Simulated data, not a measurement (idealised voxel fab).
process module | voxel transistor to metal
cross-section cut | 160 nm wide | cells 5 nm
A cross-section is a grid of square cells, given in bands from the top down. A band is one or more rows of cells.
Each band's line starts with the height of the band's top and of its bottom, in nm. Then come its materials from left to right, each with its width in nm. One material with "throughout" fills the band from edge to edge. "air" is empty space.
Height 0 is the level under which the wafer as received is all one material. The lowest band goes on downwards, as in "0 down".
A width such as "30 to 40" changes by the same amount from each row of cells to the next, from the band's top row to its bottom row.
"no change" after a step means that no cell of the cross-section changed.
closed voids: empty space of 8 cells or more with no open way to the top, each as width x height at its distance from the left edge, in nm
after a step's settings: what the simulator itself notes on the step
overlay nm, on a step with a mask: how far to the right of its planned place the mask lay; to the left if negative
plan
1 op RECEIVE | material Si
2 op OXIDIZE | depth nm 5
3 op CONFORMAL_DEP | material SiN | thk nm 15
4 op DIRECTIONAL_DEP | material aC | thk nm 10
5 op PATTERN | tone cover | mask id ACTIVE | material resist | width nm 125 | thk nm 25 | overlay nm 0
6 op DIRECTIONAL_ETCH | etch materials aC | depth nm 10
7 op STRIP | etch materials resist
8 op DIRECTIONAL_ETCH | etch materials SiN | depth nm 15
9 op DIRECTIONAL_ETCH | etch materials SiO2 | depth nm 5
10 op DIRECTIONAL_ETCH | etch materials Si | depth nm 20
11 op STRIP | etch materials aC
12 op FILL_DEP | material SiO2 | thk nm 5
13 op CMP | height nm 15
14 op SELECTIVE_ETCH | etch materials SiO2 | depth nm 15
15 op STRIP | etch materials SiN
16 op SELECTIVE_ETCH | etch materials SiO2 | depth nm 5
17 op OXIDIZE | depth nm 5
18 op DIRECTIONAL_DEP | material polySi | thk nm 25
19 op DIRECTIONAL_DEP | material SiCN | thk nm 15
20 op MASKED_ETCH | tone cover | mask id GATE | width nm 35 | etch materials SiCN | depth nm 25 | overlay nm 0
21 op MASKED_ETCH | tone cover | mask id GATE | width nm 35 | etch materials polySi | depth nm 35 | overlay nm 0
22 op CONFORMAL_DEP | material SiN | thk nm 5
23 op DIRECTIONAL_ETCH | etch materials SiN | depth nm 5
24 op DIRECTIONAL_ETCH | etch materials SiO2 | depth nm 5
25 op DIRECTIONAL_ETCH | etch materials Si | depth nm 15
26 op EPI | material pSi | thk nm 20
27 op FILL_DEP | material SiO2 | thk nm 10
28 op CMP | height nm 20
29 op STRIP | etch materials polySi
30 op SELECTIVE_ETCH | etch materials SiO2 | depth nm 5
31 op CONFORMAL_DEP | material HfO2 | thk nm 5
32 op CONFORMAL_DEP | material TiN | thk nm 5
33 op FILL_DEP | material W | thk nm 5
34 op CMP | height nm 15
35 op DIRECTIONAL_DEP | material SiO2 | thk nm 10
36 op DIRECTIONAL_DEP | material aC | thk nm 10
37 op PATTERN | tone open | mask id CONTACT | material resist | width nm 20 | pitch nm 95 | thk nm 25 | overlay nm 0
38 op DIRECTIONAL_ETCH | etch materials aC | depth nm 10
39 op STRIP | etch materials resist
40 op DIRECTIONAL_ETCH | etch materials SiO2 | depth nm 30
41 op STRIP | etch materials aC
42 op CONFORMAL_DEP | material TiN | thk nm 5
43 op FILL_DEP | material Ru | thk nm 5
44 op CMP | height nm 25
45 op DIRECTIONAL_DEP | material TiN | thk nm 5
46 op DIRECTIONAL_DEP | material W | thk nm 20
47 op MASKED_ETCH | tone cover | mask id METAL_1 | width nm 20 | pitch nm 95 | etch materials W | depth nm 20 | overlay nm 0
48 op MASKED_ETCH | tone cover | mask id METAL_1 | width nm 20 | pitch nm 95 | etch materials TiN | depth nm 5 | overlay nm 0
49 op CONFORMAL_DEP | material SiCN | thk nm 5
50 op FILL_DEP | material lowk | thk nm 10
51 op CMP | height nm 50
52 op CONFORMAL_DEP | material SiN | thk nm 5
first wafer, as planned
as received, after step 1
  0 down: Si throughout
  closed voids: none
after step 2
  0 to -5: SiO2 throughout
  below -5: unchanged
after step 3
  15 to 0: SiN throughout
  below 0: unchanged
after step 4
  25 to 15: aC throughout
  below 15: unchanged
after step 5
  50 to 25: air 15 | resist 125 | air 20
  below 25: unchanged
after step 6
  40 to 25: air 15 | resist 125 | air 20
  25 to 15: air 15 | aC 125 | air 20
  below 15: unchanged
after step 7
  25 to 15: air 15 | aC 125 | air 20
  below 15: unchanged
after step 8
  25 to 15: air 15 | aC 125 | air 20
  15 to 0: air 15 | SiN 125 | air 20
  below 0: unchanged
after step 9
  25 to 15: air 15 | aC 125 | air 20
  15 to 0: air 15 | SiN 125 | air 20
  0 to -5: air 15 | SiO2 125 | air 20
  below -5: unchanged
after step 10
  25 to 15: air 15 | aC 125 | air 20
  15 to 0: air 15 | SiN 125 | air 20
  0 to -5: air 15 | SiO2 125 | air 20
  -5 to -25: air 15 | Si 125 | air 20
  below -25: unchanged
after step 11
  15 to 0: air 15 | SiN 125 | air 20
  below 0: unchanged
after step 12
  20 to 15: SiO2 throughout
  15 to 0: SiO2 15 | SiN 125 | SiO2 20
  0 to -5: SiO2 throughout
  -5 to -25: SiO2 15 | Si 125 | SiO2 20
  below -25: unchanged
after step 13
  15 to 0: SiO2 15 | SiN 125 | SiO2 20
  below 0: unchanged
after step 14
  15 to 0: air 15 | SiN 125 | air 20
  below 0: unchanged
after step 15
  0 to -5: SiO2 throughout
  below -5: unchanged
after step 16
  -5 to -25: SiO2 15 | Si 125 | SiO2 20
  below -25: unchanged
after step 17
  -5 to -10: SiO2 throughout
  below -10: unchanged
after step 18
  20 to -5: polySi throughout
  below -5: unchanged
after step 19
  35 to 20: SiCN throughout
  below 20: unchanged
after step 20
  35 to 20: air 60 | SiCN 35 | air 65
  below 20: unchanged
after step 21
  35 to 20: air 60 | SiCN 35 | air 65
  20 to -5: air 60 | polySi 35 | air 65
  below -5: unchanged
after step 22
  40 to 35: air 55 | SiN 45 | air 60
  35 to 20: air 55 | SiN 5 | SiCN 35 | SiN 5 | air 60
  20 to 0: air 55 | SiN 5 | polySi 35 | SiN 5 | air 60
  0 to -5: SiN 60 | polySi 35 | SiN 65
  below -5: unchanged
after step 23
  35 to 20: air 55 | SiN 5 | SiCN 35 | SiN 5 | air 60
  20 to -5: air 55 | SiN 5 | polySi 35 | SiN 5 | air 60
  below -5: unchanged
after step 24
  35 to 20: air 55 | SiN 5 | SiCN 35 | SiN 5 | air 60
  20 to -5: air 55 | SiN 5 | polySi 35 | SiN 5 | air 60
  -5 to -10: air 55 | SiO2 45 | air 60
  below -10: unchanged
after step 25
  35 to 20: air 55 | SiN 5 | SiCN 35 | SiN 5 | air 60
  20 to -5: air 55 | SiN 5 | polySi 35 | SiN 5 | air 60
  -5 to -10: air 55 | SiO2 45 | air 60
  -10 to -25: SiO2 15 | air 40 | Si 45 | air 40 | SiO2 20
  below -25: unchanged
after step 26
  35 to 20: air 55 | SiN 5 | SiCN 35 | SiN 5 | air 60
  20 to 10: air 55 | SiN 5 | polySi 35 | SiN 5 | air 60
  10 to -5: air 35 | pSi 20 | SiN 5 | polySi 35 | SiN 5 | pSi 20 | air 40
  -5 to -10: air 10 | pSi 45 | SiO2 45 | pSi 45 | air 15
  -10 to -25: SiO2 15 | pSi 40 | Si 45 | pSi 40 | SiO2 20
  below -25: unchanged
after step 27
  45 to 35: SiO2 throughout
  35 to 20: SiO2 55 | SiN 5 | SiCN 35 | SiN 5 | SiO2 60
  20 to 10: SiO2 55 | SiN 5 | polySi 35 | SiN 5 | SiO2 60
  10 to -5: SiO2 35 | pSi 20 | SiN 5 | polySi 35 | SiN 5 | pSi 20 | SiO2 40
  -5 to -10: SiO2 10 | pSi 45 | SiO2 45 | pSi 45 | SiO2 15
  below -10: unchanged
after step 28
  20 to 10: SiO2 55 | SiN 5 | polySi 35 | SiN 5 | SiO2 60
  below 10: unchanged
after step 29
  20 to 10: SiO2 55 | SiN 5 | air 35 | SiN 5 | SiO2 60
  10 to -5: SiO2 35 | pSi 20 | SiN 5 | air 35 | SiN 5 | pSi 20 | SiO2 40
  below -5: unchanged
after step 30
  20 to 15: air 55 | SiN 5 | air 35 | SiN 5 | air 60
  15 to 10: SiO2 55 | SiN 5 | air 35 | SiN 5 | SiO2 60
  10 to -5: SiO2 35 | pSi 20 | SiN 5 | air 35 | SiN 5 | pSi 20 | SiO2 40
  -5 to -10: SiO2 10 | pSi 45 | air 45 | pSi 45 | SiO2 15
  below -10: unchanged
after step 31
  25 to 20: air 50 | HfO2 15 | air 25 | HfO2 15 | air 55
  20 to 15: HfO2 55 | SiN 5 | HfO2 5 | air 25 | HfO2 5 | SiN 5 | HfO2 60
  15 to 10: SiO2 55 | SiN 5 | HfO2 5 | air 25 | HfO2 5 | SiN 5 | SiO2 60
  10 to -5: SiO2 35 | pSi 20 | SiN 5 | HfO2 5 | air 25 | HfO2 5 | SiN 5 | pSi 20 | SiO2 40
  -5 to -10: SiO2 10 | pSi 45 | HfO2 45 | pSi 45 | SiO2 15
  below -10: unchanged
after step 32
  30 to 25: air 45 | TiN 25 | air 15 | TiN 25 | air 50
  25 to 20: TiN 50 | HfO2 15 | TiN 5 | air 15 | TiN 5 | HfO2 15 | TiN 55
  20 to 15: HfO2 55 | SiN 5 | HfO2 5 | TiN 5 | air 15 | TiN 5 | HfO2 5 | SiN 5 | HfO2 60
  15 to 10: SiO2 55 | SiN 5 | HfO2 5 | TiN 5 | air 15 | TiN 5 | HfO2 5 | SiN 5 | SiO2 60
  10 to 0: SiO2 35 | pSi 20 | SiN 5 | HfO2 5 | TiN 5 | air 15 | TiN 5 | HfO2 5 | SiN 5 | pSi 20 | SiO2 40
  0 to -5: SiO2 35 | pSi 20 | SiN 5 | HfO2 5 | TiN 25 | HfO2 5 | SiN 5 | pSi 20 | SiO2 40
  below -5: unchanged
after step 33
  35 to 30: W throughout
  30 to 25: W 45 | TiN 25 | W 15 | TiN 25 | W 50
  25 to 20: TiN 50 | HfO2 15 | TiN 5 | W 15 | TiN 5 | HfO2 15 | TiN 55
  20 to 15: HfO2 55 | SiN 5 | HfO2 5 | TiN 5 | W 15 | TiN 5 | HfO2 5 | SiN 5 | HfO2 60
  15 to 10: SiO2 55 | SiN 5 | HfO2 5 | TiN 5 | W 15 | TiN 5 | HfO2 5 | SiN 5 | SiO2 60
  10 to 0: SiO2 35 | pSi 20 | SiN 5 | HfO2 5 | TiN 5 | W 15 | TiN 5 | HfO2 5 | SiN 5 | pSi 20 | SiO2 40
  below 0: unchanged
after step 34
  15 to 10: SiO2 55 | SiN 5 | HfO2 5 | TiN 5 | W 15 | TiN 5 | HfO2 5 | SiN 5 | SiO2 60
  below 10: unchanged
after step 35
  25 to 15: SiO2 throughout
  below 15: unchanged
after step 36
  35 to 25: aC throughout
  below 25: unchanged
after step 37
  60 to 35: resist 20 | air 20 | resist 75 | air 20 | resist 25
  below 35: unchanged
after step 38
  50 to 35: resist 20 | air 20 | resist 75 | air 20 | resist 25
  35 to 25: aC 20 | air 20 | aC 75 | air 20 | aC 25
  below 25: unchanged
after step 39
  35 to 25: aC 20 | air 20 | aC 75 | air 20 | aC 25
  below 25: unchanged
after step 40
  35 to 25: aC 20 | air 20 | aC 75 | air 20 | aC 25
  25 to 15: SiO2 20 | air 20 | SiO2 75 | air 20 | SiO2 25
  15 to 10: SiO2 20 | air 20 | SiO2 15 | SiN 5 | HfO2 5 | TiN 5 | W 15 | TiN 5 | HfO2 5 | SiN 5 | SiO2 15 | air 20 | SiO2 25
  10 to 0: SiO2 20 | air 15 | pSi 20 | SiN 5 | HfO2 5 | TiN 5 | W 15 | TiN 5 | HfO2 5 | SiN 5 | pSi 20 | air 15 | SiO2 25
  0 to -5: SiO2 20 | air 15 | pSi 20 | SiN 5 | HfO2 5 | TiN 25 | HfO2 5 | SiN 5 | pSi 20 | air 15 | SiO2 25
  below -5: unchanged
after step 41
  25 to 15: SiO2 20 | air 20 | SiO2 75 | air 20 | SiO2 25
  below 15: unchanged
after step 42
  30 to 25: TiN 25 | air 10 | TiN 85 | air 10 | TiN 30
  25 to 15: SiO2 20 | TiN 5 | air 10 | TiN 5 | SiO2 75 | TiN 5 | air 10 | TiN 5 | SiO2 25
  15 to 10: SiO2 20 | TiN 5 | air 5 | TiN 10 | SiO2 15 | SiN 5 | HfO2 5 | TiN 5 | W 15 | TiN 5 | HfO2 5 | SiN 5 | SiO2 15 | TiN 10 | air 5 | TiN 5 | SiO2 25
  10 to 0: SiO2 20 | TiN 5 | air 5 | TiN 5 | pSi 20 | SiN 5 | HfO2 5 | TiN 5 | W 15 | TiN 5 | HfO2 5 | SiN 5 | pSi 20 | TiN 5 | air 5 | TiN 5 | SiO2 25
  0 to -5: SiO2 20 | TiN 15 | pSi 20 | SiN 5 | HfO2 5 | TiN 25 | HfO2 5 | SiN 5 | pSi 20 | TiN 15 | SiO2 25
  below -5: unchanged
after step 43
  35 to 30: Ru throughout
  30 to 25: TiN 25 | Ru 10 | TiN 85 | Ru 10 | TiN 30
  25 to 15: SiO2 20 | TiN 5 | Ru 10 | TiN 5 | SiO2 75 | TiN 5 | Ru 10 | TiN 5 | SiO2 25
  15 to 10: SiO2 20 | TiN 5 | Ru 5 | TiN 10 | SiO2 15 | SiN 5 | HfO2 5 | TiN 5 | W 15 | TiN 5 | HfO2 5 | SiN 5 | SiO2 15 | TiN 10 | Ru 5 | TiN 5 | SiO2 25
  10 to 0: SiO2 20 | TiN 5 | Ru 5 | TiN 5 | pSi 20 | SiN 5 | HfO2 5 | TiN 5 | W 15 | TiN 5 | HfO2 5 | SiN 5 | pSi 20 | TiN 5 | Ru 5 | TiN 5 | SiO2 25
  below 0: unchanged
after step 44
  25 to 15: SiO2 20 | TiN 5 | Ru 10 | TiN 5 | SiO2 75 | TiN 5 | Ru 10 | TiN 5 | SiO2 25
  below 15: unchanged
after step 45
  30 to 25: TiN throughout
  below 25: unchanged
after step 46
  50 to 30: W throughout
  below 30: unchanged
after step 47
  50 to 30: air 20 | W 20 | air 75 | W 20 | air 25
  below 30: unchanged
after step 48
  50 to 30: air 20 | W 20 | air 75 | W 20 | air 25
  30 to 25: air 20 | TiN 20 | air 75 | TiN 20 | air 25
  below 25: unchanged
after step 49
  55 to 50: air 15 | SiCN 30 | air 65 | SiCN 30 | air 20
  50 to 30: air 15 | SiCN 5 | W 20 | SiCN 5 | air 65 | SiCN 5 | W 20 | SiCN 5 | air 20
  30 to 25: SiCN 20 | TiN 20 | SiCN 75 | TiN 20 | SiCN 25
  below 25: unchanged
after step 50
  65 to 55: lowk throughout
  55 to 50: lowk 15 | SiCN 30 | lowk 65 | SiCN 30 | lowk 20
  50 to 30: lowk 15 | SiCN 5 | W 20 | SiCN 5 | lowk 65 | SiCN 5 | W 20 | SiCN 5 | lowk 20
  below 30: unchanged
after step 51
  50 to 30: lowk 15 | SiCN 5 | W 20 | SiCN 5 | lowk 65 | SiCN 5 | W 20 | SiCN 5 | lowk 20
  below 30: unchanged
after step 52
  55 to 50: SiN throughout
  below 50: unchanged
second wafer: like start, like plan, one mistake. Through step 46 it matches the first wafer
when step 47 should have ended
  50 to 30: air 20 | W 25 | air 70 | W 25 | air 20
  below 30: unchanged
when step 48 should have ended
  50 to 30: air 20 | W 25 | air 70 | W 25 | air 20
  30 to 25: air 20 | TiN 25 | air 70 | TiN 25 | air 20
  below 25: unchanged
when step 49 should have ended
  55 to 50: air 15 | SiCN 35 | air 60 | SiCN 35 | air 15
  50 to 30: air 15 | SiCN 5 | W 25 | SiCN 5 | air 60 | SiCN 5 | W 25 | SiCN 5 | air 15
  30 to 25: SiCN 20 | TiN 25 | SiCN 70 | TiN 25 | SiCN 20
  below 25: unchanged
when step 50 should have ended
  65 to 55: lowk throughout
  55 to 50: lowk 15 | SiCN 35 | lowk 60 | SiCN 35 | lowk 15
  50 to 30: lowk 15 | SiCN 5 | W 25 | SiCN 5 | lowk 60 | SiCN 5 | W 25 | SiCN 5 | lowk 15
  below 30: unchanged
when step 51 should have ended
  50 to 30: lowk 15 | SiCN 5 | W 25 | SiCN 5 | lowk 60 | SiCN 5 | W 25 | SiCN 5 | lowk 15
  below 30: unchanged
when step 52 should have ended
  55 to 50: SiN throughout
  below 50: unchanged
what went wrong: step 47 ran as: op MASKED_ETCH | tone cover | mask id METAL_1 | width nm 25 | pitch nm 95 | etch materials W | depth nm 20 | overlay nm 0
at the end the second wafer has, in cells: 2 fewer of SiCN | 2 more of TiN | 8 more of W | 8 fewer of lowk
